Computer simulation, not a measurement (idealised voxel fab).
Proc. module: voxel gate over fins
This is section cut - it's 220 nm across, gridded in 5 nm square cells.
Cross-section spec: square-cell grid; bands listed top down; each band is one or more rows. Look at the band entry: it leads with the top's height and the bottom's height in nm. Then it lists the materials left to right, with a width in nm for each. The word "all across" on a single material says that material fills the band edge to edge. The word "blank" is empty space. Beneath 0, the wafer as received is one material, and that level is where height counting begins. The lowest band goes on downward without a bottom; it is written like "0 -> down". The width entry "30->40" should be interpreted row by row: the top row of cells in the band takes the first number, the bottom row takes the second number, and the change between adjacent rows is uniform throughout. The cross-section has no changed cell in any step marked "remains unaltered". Closed empty spaces (no open way to the top) of 8 cells or more are what "Voids lacking openings" lists, each as width x height at distance from the left edge, nm for all three. Step line, after settings: the simulator's comment on this step. overlay nm: mask offset rightward from planned place, masked step; negative means leftward offset.
SO HERE'S THE LINEUP OF PROCESS STEPS WE PLANNED
step 1: RECEIVE with material Si
step 2: CONFORMAL_DEP with material SiN, thk nm 10
step 3: DIRECTIONAL_DEP with material aC, thk nm 15
step 4: PATTERN with tone cover, mask id FINS, material resist, width nm 15, pitch nm 45, thk nm 30, overlay nm 0
step 5: DIRECTIONAL_ETCH with etch materials aC, depth nm 15
step 6: STRIP with etch materials resist
step 7: DIRECTIONAL_ETCH with etch materials SiN, depth nm 10
step 8: DIRECTIONAL_ETCH with etch materials Si, depth nm 30
step 9: STRIP with etch materials aC
step 10: FILL_DEP with material SiO2, thk nm 5
step 11: CMP with height nm 10
step 12: SELECTIVE_ETCH with etch materials SiO2, depth nm 20
step 13: STRIP with etch materials SiN
step 14: CONFORMAL_DEP with material HfO2, thk nm 5
step 15: CONFORMAL_DEP with material TiN, thk nm 5
step 16: FILL_DEP with material W, thk nm 10
step 17: CMP with height nm 15
step 18: CONFORMAL_DEP with material SiCN, thk nm 10
RUN AS PLANNED: FIRST OF TWO WAFERS
CROSS-SECTIONAL VIEW OF THE WAFER IN ITS AS-RECEIVED CONDITION, CORRESPONDING TO THE STATE AFTER STEP 1
> 0 -> down | Si all across
> Voids lacking openings: none
SECTIONAL VIEW: WAFER, AFTER STEP 2
> 10 -> 0 | SiN all across
> At heights below 0, the structure remains unaltered.
SECTIONAL VIEW: WAFER, AFTER STEP 3
> 25 -> 10 | aC all across
> At heights below 10, the structure remains unaltered.
SECTIONAL VIEW: WAFER, AFTER STEP 4
> 55 -> 25 | 55 of blank; 15 of resist; 30 of blank; 15 of resist; 30 of blank; 15 of resist; 60 of blank
> At heights below 25, the structure remains unaltered.
SECTIONAL VIEW: WAFER, AFTER STEP 5
> 40 -> 25 | 55 of blank; 15 of resist; 30 of blank; 15 of resist; 30 of blank; 15 of resist; 60 of blank
> 25 -> 10 | 55 of blank; 15 of aC; 30 of blank; 15 of aC; 30 of blank; 15 of aC; 60 of blank
> At heights below 10, the structure remains unaltered.
SECTIONAL VIEW: WAFER, AFTER STEP 6
> 25 -> 10 | 55 of blank; 15 of aC; 30 of blank; 15 of aC; 30 of blank; 15 of aC; 60 of blank
> At heights below 10, the structure remains unaltered.
SECTIONAL VIEW: WAFER, AFTER STEP 7
> 25 -> 10 | 55 of blank; 15 of aC; 30 of blank; 15 of aC; 30 of blank; 15 of aC; 60 of blank
> 10 -> 0 | 55 of blank; 15 of SiN; 30 of blank; 15 of SiN; 30 of blank; 15 of SiN; 60 of blank
> At heights below 0, the structure remains unaltered.
SECTIONAL VIEW: WAFER, AFTER STEP 8
> 25 -> 10 | 55 of blank; 15 of aC; 30 of blank; 15 of aC; 30 of blank; 15 of aC; 60 of blank
> 10 -> 0 | 55 of blank; 15 of SiN; 30 of blank; 15 of SiN; 30 of blank; 15 of SiN; 60 of blank
> 0 -> -30 | 55 of blank; 15 of Si; 30 of blank; 15 of Si; 30 of blank; 15 of Si; 60 of blank
> At heights below -30, the structure remains unaltered.
SECTIONAL VIEW: WAFER, AFTER STEP 9
> 10 -> 0 | 55 of blank; 15 of SiN; 30 of blank; 15 of SiN; 30 of blank; 15 of SiN; 60 of blank
> At heights below 0, the structure remains unaltered.
SECTIONAL VIEW: WAFER, AFTER STEP 10
> 15 -> 10 | SiO2 all across
> 10 -> 0 | 55 of SiO2; 15 of SiN; 30 of SiO2; 15 of SiN; 30 of SiO2; 15 of SiN; 60 of SiO2
> 0 -> -30 | 55 of SiO2; 15 of Si; 30 of SiO2; 15 of Si; 30 of SiO2; 15 of Si; 60 of SiO2
> At heights below -30, the structure remains unaltered.
SECTIONAL VIEW: WAFER, AFTER STEP 11
> 10 -> 0 | 55 of SiO2; 15 of SiN; 30 of SiO2; 15 of SiN; 30 of SiO2; 15 of SiN; 60 of SiO2
> At heights below 0, the structure remains unaltered.
SECTIONAL VIEW: WAFER, AFTER STEP 12
> 10 -> 0 | 55 of blank; 15 of SiN; 30 of blank; 15 of SiN; 30 of blank; 15 of SiN; 60 of blank
> 0 -> -10 | 55 of blank; 15 of Si; 30 of blank; 15 of Si; 30 of blank; 15 of Si; 60 of blank
> At heights below -10, the structure remains unaltered.
SECTIONAL VIEW: WAFER, AFTER STEP 13
> 0 -> -10 | 55 of blank; 15 of Si; 30 of blank; 15 of Si; 30 of blank; 15 of Si; 60 of blank
> At heights below -10, the structure remains unaltered.
SECTIONAL VIEW: WAFER, AFTER STEP 14
> 5 -> 0 | 50 of blank; 25 of HfO2; 20 of blank; 25 of HfO2; 20 of blank; 25 of HfO2; 55 of blank
> 0 -> -5 | 50 of blank; 5 of HfO2; 15 of Si; 5 of HfO2; 20 of blank; 5 of HfO2; 15 of Si; 5 of HfO2; 20 of blank; 5 of HfO2; 15 of Si; 5 of HfO2; 55 of blank
> -5 -> -10 | 55 of HfO2; 15 of Si; 30 of HfO2; 15 of Si; 30 of HfO2; 15 of Si; 60 of HfO2
> At heights below -10, the structure remains unaltered.
SECTIONAL VIEW: WAFER, AFTER STEP 15
> 10 -> 5 | 45 of blank; 35 of TiN; 10 of blank; 35 of TiN; 10 of blank; 35 of TiN; 50 of blank
> 5 -> 0 | 45 of blank; 5 of TiN; 25 of HfO2; 5 of TiN; 10 of blank; 5 of TiN; 25 of HfO2; 5 of TiN; 10 of blank; 5 of TiN; 25 of HfO2; 5 of TiN; 50 of blank
> 0 -> -5 | 50 of TiN; 5 of HfO2; 15 of Si; 5 of HfO2; 20 of TiN; 5 of HfO2; 15 of Si; 5 of HfO2; 20 of TiN; 5 of HfO2; 15 of Si; 5 of HfO2; 55 of TiN
> At heights below -5, the structure remains unaltered.
SECTIONAL VIEW: WAFER, AFTER STEP 16
> 20 -> 10 | W all across
> 10 -> 5 | 45 of W; 35 of TiN; 10 of W; 35 of TiN; 10 of W; 35 of TiN; 50 of W
> 5 -> 0 | 45 of W; 5 of TiN; 25 of HfO2; 5 of TiN; 10 of W; 5 of TiN; 25 of HfO2; 5 of TiN; 10 of W; 5 of TiN; 25 of HfO2; 5 of TiN; 50 of W
> At heights below 0, the structure remains unaltered.
SECTIONAL VIEW: WAFER, AFTER STEP 17
> 15 -> 10 | W all across
> At heights below 10, the structure remains unaltered.
SECTIONAL VIEW: WAFER, AFTER STEP 18
> 25 -> 15 | SiCN all across
> At heights below 15, the structure remains unaltered.
SECOND WAFER: LIKE START, LIKE PLAN, ONE MISTAKE. THROUGH STEP 3 IT MATCHES THE FIRST WAFER
CROSS-SECTIONAL REPRESENTATION OF THE SECOND WAFER AT THE TIME DESIGNATED IN THE PLAN FOR THE COMPLETION OF STEP 4
> 55 -> 25 | 55 of resist; 15 of blank; 30 of resist; 15 of blank; 30 of resist; 15 of blank; 60 of resist
> At heights below 25, the structure remains unaltered.
CROSS-SECTIONAL REPRESENTATION OF THE SECOND WAFER AT THE TIME DESIGNATED IN THE PLAN FOR THE COMPLETION OF STEP 5
> 40 -> 25 | 55 of resist; 15 of blank; 30 of resist; 15 of blank; 30 of resist; 15 of blank; 60 of resist
> 25 -> 10 | 55 of aC; 15 of blank; 30 of aC; 15 of blank; 30 of aC; 15 of blank; 60 of aC
> At heights below 10, the structure remains unaltered.
CROSS-SECTIONAL REPRESENTATION OF THE SECOND WAFER AT THE TIME DESIGNATED IN THE PLAN FOR THE COMPLETION OF STEP 6
> 25 -> 10 | 55 of aC; 15 of blank; 30 of aC; 15 of blank; 30 of aC; 15 of blank; 60 of aC
> At heights below 10, the structure remains unaltered.
CROSS-SECTIONAL REPRESENTATION OF THE SECOND WAFER AT THE TIME DESIGNATED IN THE PLAN FOR THE COMPLETION OF STEP 7
> 25 -> 10 | 55 of aC; 15 of blank; 30 of aC; 15 of blank; 30 of aC; 15 of blank; 60 of aC
> 10 -> 0 | 55 of SiN; 15 of blank; 30 of SiN; 15 of blank; 30 of SiN; 15 of blank; 60 of SiN
> At heights below 0, the structure remains unaltered.
CROSS-SECTIONAL REPRESENTATION OF THE SECOND WAFER AT THE TIME DESIGNATED IN THE PLAN FOR THE COMPLETION OF STEP 8
> 25 -> 10 | 55 of aC; 15 of blank; 30 of aC; 15 of blank; 30 of aC; 15 of blank; 60 of aC
> 10 -> 0 | 55 of SiN; 15 of blank; 30 of SiN; 15 of blank; 30 of SiN; 15 of blank; 60 of SiN
> 0 -> -30 | 55 of Si; 15 of blank; 30 of Si; 15 of blank; 30 of Si; 15 of blank; 60 of Si
> At heights below -30, the structure remains unaltered.
CROSS-SECTIONAL REPRESENTATION OF THE SECOND WAFER AT THE TIME DESIGNATED IN THE PLAN FOR THE COMPLETION OF STEP 9
> 10 -> 0 | 55 of SiN; 15 of blank; 30 of SiN; 15 of blank; 30 of SiN; 15 of blank; 60 of SiN
> At heights below 0, the structure remains unaltered.
CROSS-SECTIONAL REPRESENTATION OF THE SECOND WAFER AT THE TIME DESIGNATED IN THE PLAN FOR THE COMPLETION OF STEP 10
> 15 -> 10 | SiO2 all across
> 10 -> 0 | 55 of SiN; 15 of SiO2; 30 of SiN; 15 of SiO2; 30 of SiN; 15 of SiO2; 60 of SiN
> 0 -> -30 | 55 of Si; 15 of SiO2; 30 of Si; 15 of SiO2; 30 of Si; 15 of SiO2; 60 of Si
> At heights below -30, the structure remains unaltered.
CROSS-SECTIONAL REPRESENTATION OF THE SECOND WAFER AT THE TIME DESIGNATED IN THE PLAN FOR THE COMPLETION OF STEP 11
> 10 -> 0 | 55 of SiN; 15 of SiO2; 30 of SiN; 15 of SiO2; 30 of SiN; 15 of SiO2; 60 of SiN
> At heights below 0, the structure remains unaltered.
CROSS-SECTIONAL REPRESENTATION OF THE SECOND WAFER AT THE TIME DESIGNATED IN THE PLAN FOR THE COMPLETION OF STEP 12
> 10 -> 0 | 55 of SiN; 15 of blank; 30 of SiN; 15 of blank; 30 of SiN; 15 of blank; 60 of SiN
> 0 -> -10 | 55 of Si; 15 of blank; 30 of Si; 15 of blank; 30 of Si; 15 of blank; 60 of Si
> At heights below -10, the structure remains unaltered.
CROSS-SECTIONAL REPRESENTATION OF THE SECOND WAFER AT THE TIME DESIGNATED IN THE PLAN FOR THE COMPLETION OF STEP 13
> 0 -> -10 | 55 of Si; 15 of blank; 30 of Si; 15 of blank; 30 of Si; 15 of blank; 60 of Si
> At heights below -10, the structure remains unaltered.
CROSS-SECTIONAL REPRESENTATION OF THE SECOND WAFER AT THE TIME DESIGNATED IN THE PLAN FOR THE COMPLETION OF STEP 14
> 5 -> 0 | 60 of HfO2; 5 of blank; 40 of HfO2; 5 of blank; 40 of HfO2; 5 of blank; 65 of HfO2
> 0 -> -5 | 55 of Si; 5 of HfO2; 5 of blank; 5 of HfO2; 30 of Si; 5 of HfO2; 5 of blank; 5 of HfO2; 30 of Si; 5 of HfO2; 5 of blank; 5 of HfO2; 60 of Si
> -5 -> -10 | 55 of Si; 15 of HfO2; 30 of Si; 15 of HfO2; 30 of Si; 15 of HfO2; 60 of Si
> At heights below -10, the structure remains unaltered.
CROSS-SECTIONAL REPRESENTATION OF THE SECOND WAFER AT THE TIME DESIGNATED IN THE PLAN FOR THE COMPLETION OF STEP 15
> 10 -> 5 | TiN all across
> 5 -> 0 | 60 of HfO2; 5 of TiN; 40 of HfO2; 5 of TiN; 40 of HfO2; 5 of TiN; 65 of HfO2
> 0 -> -5 | 55 of Si; 5 of HfO2; 5 of TiN; 5 of HfO2; 30 of Si; 5 of HfO2; 5 of TiN; 5 of HfO2; 30 of Si; 5 of HfO2; 5 of TiN; 5 of HfO2; 60 of Si
> At heights below -5, the structure remains unaltered.
CROSS-SECTIONAL REPRESENTATION OF THE SECOND WAFER AT THE TIME DESIGNATED IN THE PLAN FOR THE COMPLETION OF STEP 16
> 20 -> 10 | W all across
> At heights below 10, the structure remains unaltered.
CROSS-SECTIONAL REPRESENTATION OF THE SECOND WAFER AT THE TIME DESIGNATED IN THE PLAN FOR THE COMPLETION OF STEP 17
> 15 -> 10 | W all across
> At heights below 10, the structure remains unaltered.
CROSS-SECTIONAL REPRESENTATION OF THE SECOND WAFER AT THE TIME DESIGNATED IN THE PLAN FOR THE COMPLETION OF STEP 18
> 25 -> 15 | SiCN all across
> At heights below 15, the structure remains unaltered.
Processing error: rather than as planned, step 4 actually ran as PATTERN with tone open, mask id FINS, material resist, width nm 15, pitch nm 45, thk nm 30, overlay nm 0
It is noted that, at the conclusion of processing, the second wafer exhibits a higher or lower cell count for certain materials relative to the first: +156 Si | -104 SiO2 | -6 TiN | -46 W
